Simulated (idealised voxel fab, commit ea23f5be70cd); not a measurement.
Herein follows the process module entitled voxel self aligned contacts.
FYI the section here is cut, 265 nm wide, cells are 5 nm squares.
Cross-section layout: square cells on a grid; listed as bands, top to bottom; a band spans one or more cell rows. The entry gives the band's vertical extent as a top height and a bottom height in nm, then its horizontal make-up as materials from left to right, each with a width in nm. "empty" stands for empty space; a single material marked "edge to edge" fills the band edge to edge. The level at which height equals 0 is the one under which the wafer, as it arrives, is entirely one material. No lower edge exists for the bottom band, which continues downward and is notated as in "0..down". When a width is written as two numbers, as in "30..40", the first number is the width in the top row of cells of the band and the second is the width in its bottom row, and the width changes by the same amount from each row to the next. "remained the same" for a step: no cell of the cross-section changed in that step. You'll see "Enclosed cavity list" listing empty spaces that have no way open to the top, as long as they're 8 cells or more; the notation is width x height at distance, where the distance is from the left edge, and all of it is in nm. On each step's line, the part that comes after the settings is the simulator's own comment on the step. overlay nm: right-of-plan distance of the mask on a masked step; negative values mean left-of-plan.
### The following list gives the planned process steps
1 RECEIVE,material Si
2 CONFORMAL_DEP,material SiO2,thk nm 5
3 DIRECTIONAL_DEP,material polySi,thk nm 20
4 DIRECTIONAL_DEP,material SiN,thk nm 15
5 PATTERN,tone cover,mask id GATE,material resist,width nm 35,pitch nm 70,thk nm 15,overlay nm 0
6 DIRECTIONAL_ETCH,etch materials SiN,depth nm 15
7 DIRECTIONAL_ETCH,etch materials polySi,depth nm 20
8 STRIP,etch materials resist
9 CONFORMAL_DEP,material SiN,thk nm 5
10 DIRECTIONAL_ETCH,etch materials SiN,depth nm 5
11 FILL_DEP,material SiO2,thk nm 10
12 CMP,height nm 45
13 PATTERN,tone open,mask id CONTACT,material resist,width nm 55,thk nm 20,overlay nm 0
14 DIRECTIONAL_ETCH,etch materials SiO2,depth nm 45
15 STRIP,etch materials resist
16 CONFORMAL_DEP,material TiN,thk nm 5
17 FILL_DEP,material W,thk nm 5
18 CMP,height nm 45
19 CONFORMAL_DEP,material SiCN,thk nm 5
### The first wafer of two, processed as planned
### Received-state cross-section, reflecting completion of step 1
* 0..down  Si edge to edge
* Enclosed cavity list: none
### Sectional view: wafer, after step 2
* 5..0  SiO2 edge to edge
* below 0: unchanged
### Sectional view: wafer, after step 3
* 25..5  polySi edge to edge
* below 5: unchanged
### Sectional view: wafer, after step 4
* 40..25  SiN edge to edge
* below 25: unchanged
### Sectional view: wafer, after step 5
* 55..40  80 nm empty  35 nm resist  35 nm empty  35 nm resist  80 nm empty
* below 40: unchanged
### Sectional view: wafer, after step 6
* 55..40  80 nm empty  35 nm resist  35 nm empty  35 nm resist  80 nm empty
* 40..25  80 nm empty  35 nm SiN  35 nm empty  35 nm SiN  80 nm empty
* below 25: unchanged
### Sectional view: wafer, after step 7
* 55..40  80 nm empty  35 nm resist  35 nm empty  35 nm resist  80 nm empty
* 40..25  80 nm empty  35 nm SiN  35 nm empty  35 nm SiN  80 nm empty
* 25..5  80 nm empty  35 nm polySi  35 nm empty  35 nm polySi  80 nm empty
* below 5: unchanged
### Sectional view: wafer, after step 8
* 40..25  80 nm empty  35 nm SiN  35 nm empty  35 nm SiN  80 nm empty
* below 25: unchanged
### Sectional view: wafer, after step 9
* 45..25  75 nm empty  45 nm SiN  25 nm empty  45 nm SiN  75 nm empty
* 25..10  75 nm empty  5 nm SiN  35 nm polySi  5 nm SiN  25 nm empty  5 nm SiN  35 nm polySi  5 nm SiN  75 nm empty
* 10..5  80 nm SiN  35 nm polySi  35 nm SiN  35 nm polySi  80 nm SiN
* below 5: unchanged
### Sectional view: wafer, after step 10
* 40..25  75 nm empty  45 nm SiN  25 nm empty  45 nm SiN  75 nm empty
* 25..5  75 nm empty  5 nm SiN  35 nm polySi  5 nm SiN  25 nm empty  5 nm SiN  35 nm polySi  5 nm SiN  75 nm empty
* below 5: unchanged
### Sectional view: wafer, after step 11
* 50..40  SiO2 edge to edge
* 40..25  75 nm SiO2  45 nm SiN  25 nm SiO2  45 nm SiN  75 nm SiO2
* 25..5  75 nm SiO2  5 nm SiN  35 nm polySi  5 nm SiN  25 nm SiO2  5 nm SiN  35 nm polySi  5 nm SiN  75 nm SiO2
* below 5: unchanged
### Sectional view: wafer, after step 12
* 45..40  SiO2 edge to edge
* below 40: unchanged
### Sectional view: wafer, after step 13
* 65..45  105 nm resist  55 nm empty  105 nm resist
* below 45: unchanged
### Sectional view: wafer, after step 14
* 65..45  105 nm resist  55 nm empty  105 nm resist
* 45..40  105 nm SiO2  55 nm empty  105 nm SiO2
* 40..25  75 nm SiO2  45 nm SiN  25 nm empty  45 nm SiN  75 nm SiO2
* 25..5  75 nm SiO2  5 nm SiN  35 nm polySi  5 nm SiN  25 nm empty  5 nm SiN  35 nm polySi  5 nm SiN  75 nm SiO2
* 5..0  120 nm SiO2  25 nm empty  120 nm SiO2
* below 0: unchanged
### Sectional view: wafer, after step 15
* 45..40  105 nm SiO2  55 nm empty  105 nm SiO2
* below 40: unchanged
### Sectional view: wafer, after step 16
* 50..45  110 nm TiN  45 nm empty  110 nm TiN
* 45..40  105 nm SiO2  20 nm TiN  15 nm empty  20 nm TiN  105 nm SiO2
* 40..25  75 nm SiO2  45 nm SiN  5 nm TiN  15 nm empty  5 nm TiN  45 nm SiN  75 nm SiO2
* 25..5  75 nm SiO2  5 nm SiN  35 nm polySi  5 nm SiN  5 nm TiN  15 nm empty  5 nm TiN  5 nm SiN  35 nm polySi  5 nm SiN  75 nm SiO2
* 5..0  120 nm SiO2  25 nm TiN  120 nm SiO2
* below 0: unchanged
### Sectional view: wafer, after step 17
* 55..50  W edge to edge
* 50..45  110 nm TiN  45 nm W  110 nm TiN
* 45..40  105 nm SiO2  20 nm TiN  15 nm W  20 nm TiN  105 nm SiO2
* 40..25  75 nm SiO2  45 nm SiN  5 nm TiN  15 nm W  5 nm TiN  45 nm SiN  75 nm SiO2
* 25..5  75 nm SiO2  5 nm SiN  35 nm polySi  5 nm SiN  5 nm TiN  15 nm W  5 nm TiN  5 nm SiN  35 nm polySi  5 nm SiN  75 nm SiO2
* below 5: unchanged
### Sectional view: wafer, after step 18
* 45..40  105 nm SiO2  20 nm TiN  15 nm W  20 nm TiN  105 nm SiO2
* below 40: unchanged
### Sectional view: wafer, after step 19
* 50..45  SiCN edge to edge
* below 45: unchanged
### Wafer two of two - same starting point, same process plan, one mistake in execution; matches wafer one up to and including step 4
### Second wafer, sectioned view, at step 5's planned end time
* 55..40  85 nm empty  25 nm resist  45 nm empty  25 nm resist  85 nm empty
* below 40: unchanged
### Second wafer, sectioned view, at step 6's planned end time
* 55..40  85 nm empty  25 nm resist  45 nm empty  25 nm resist  85 nm empty
* 40..25  85 nm empty  25 nm SiN  45 nm empty  25 nm SiN  85 nm empty
* below 25: unchanged
### Second wafer, sectioned view, at step 7's planned end time
* 55..40  85 nm empty  25 nm resist  45 nm empty  25 nm resist  85 nm empty
* 40..25  85 nm empty  25 nm SiN  45 nm empty  25 nm SiN  85 nm empty
* 25..5  85 nm empty  25 nm polySi  45 nm empty  25 nm polySi  85 nm empty
* below 5: unchanged
### Second wafer, sectioned view, at step 8's planned end time
* 40..25  85 nm empty  25 nm SiN  45 nm empty  25 nm SiN  85 nm empty
* below 25: unchanged
### Second wafer, sectioned view, at step 9's planned end time
* 45..25  80 nm empty  35 nm SiN  35 nm empty  35 nm SiN  80 nm empty
* 25..10  80 nm empty  5 nm SiN  25 nm polySi  5 nm SiN  35 nm empty  5 nm SiN  25 nm polySi  5 nm SiN  80 nm empty
* 10..5  85 nm SiN  25 nm polySi  45 nm SiN  25 nm polySi  85 nm SiN
* below 5: unchanged
### Second wafer, sectioned view, at step 10's planned end time
* 40..25  80 nm empty  35 nm SiN  35 nm empty  35 nm SiN  80 nm empty
* 25..5  80 nm empty  5 nm SiN  25 nm polySi  5 nm SiN  35 nm empty  5 nm SiN  25 nm polySi  5 nm SiN  80 nm empty
* below 5: unchanged
### Second wafer, sectioned view, at step 11's planned end time
* 50..40  SiO2 edge to edge
* 40..25  80 nm SiO2  35 nm SiN  35 nm SiO2  35 nm SiN  80 nm SiO2
* 25..5  80 nm SiO2  5 nm SiN  25 nm polySi  5 nm SiN  35 nm SiO2  5 nm SiN  25 nm polySi  5 nm SiN  80 nm SiO2
* below 5: unchanged
### Second wafer, sectioned view, at step 12's planned end time
* 45..40  SiO2 edge to edge
* below 40: unchanged
### Second wafer, sectioned view, at step 13's planned end time
* 65..45  105 nm resist  55 nm empty  105 nm resist
* below 45: unchanged
### Second wafer, sectioned view, at step 14's planned end time
* 65..45  105 nm resist  55 nm empty  105 nm resist
* 45..40  105 nm SiO2  55 nm empty  105 nm SiO2
* 40..25  80 nm SiO2  35 nm SiN  35 nm empty  35 nm SiN  80 nm SiO2
* 25..5  80 nm SiO2  5 nm SiN  25 nm polySi  5 nm SiN  35 nm empty  5 nm SiN  25 nm polySi  5 nm SiN  80 nm SiO2
* 5..0  115 nm SiO2  35 nm empty  115 nm SiO2
* below 0: unchanged
### Second wafer, sectioned view, at step 15's planned end time
* 45..40  105 nm SiO2  55 nm empty  105 nm SiO2
* below 40: unchanged
### Second wafer, sectioned view, at step 16's planned end time
* 50..45  110 nm TiN  45 nm empty  110 nm TiN
* 45..40  105 nm SiO2  15 nm TiN  25 nm empty  15 nm TiN  105 nm SiO2
* 40..25  80 nm SiO2  35 nm SiN  5 nm TiN  25 nm empty  5 nm TiN  35 nm SiN  80 nm SiO2
* 25..5  80 nm SiO2  5 nm SiN  25 nm polySi  5 nm SiN  5 nm TiN  25 nm empty  5 nm TiN  5 nm SiN  25 nm polySi  5 nm SiN  80 nm SiO2
* 5..0  115 nm SiO2  35 nm TiN  115 nm SiO2
* below 0: unchanged
### Second wafer, sectioned view, at step 17's planned end time
* 55..50  W edge to edge
* 50..45  110 nm TiN  45 nm W  110 nm TiN
* 45..40  105 nm SiO2  15 nm TiN  25 nm W  15 nm TiN  105 nm SiO2
* 40..25  80 nm SiO2  35 nm SiN  5 nm TiN  25 nm W  5 nm TiN  35 nm SiN  80 nm SiO2
* 25..5  80 nm SiO2  5 nm SiN  25 nm polySi  5 nm SiN  5 nm TiN  25 nm W  5 nm TiN  5 nm SiN  25 nm polySi  5 nm SiN  80 nm SiO2
* below 5: unchanged
### Second wafer, sectioned view, at step 18's planned end time
* 45..40  105 nm SiO2  15 nm TiN  25 nm W  15 nm TiN  105 nm SiO2
* below 40: unchanged
### Second wafer, sectioned view, at step 19's planned end time
* 50..45  SiCN edge to edge
* below 45: unchanged
Deviation from plan: step 5 ran as: PATTERN,tone cover,mask id GATE,material resist,width nm 25,pitch nm 70,thk nm 15,overlay nm 0
Final tally in cells, some materials are higher or lower on the second wafer than on the first: 12 fewer of SiN | 12 more of SiO2 | 16 more of W | 16 fewer of polySi
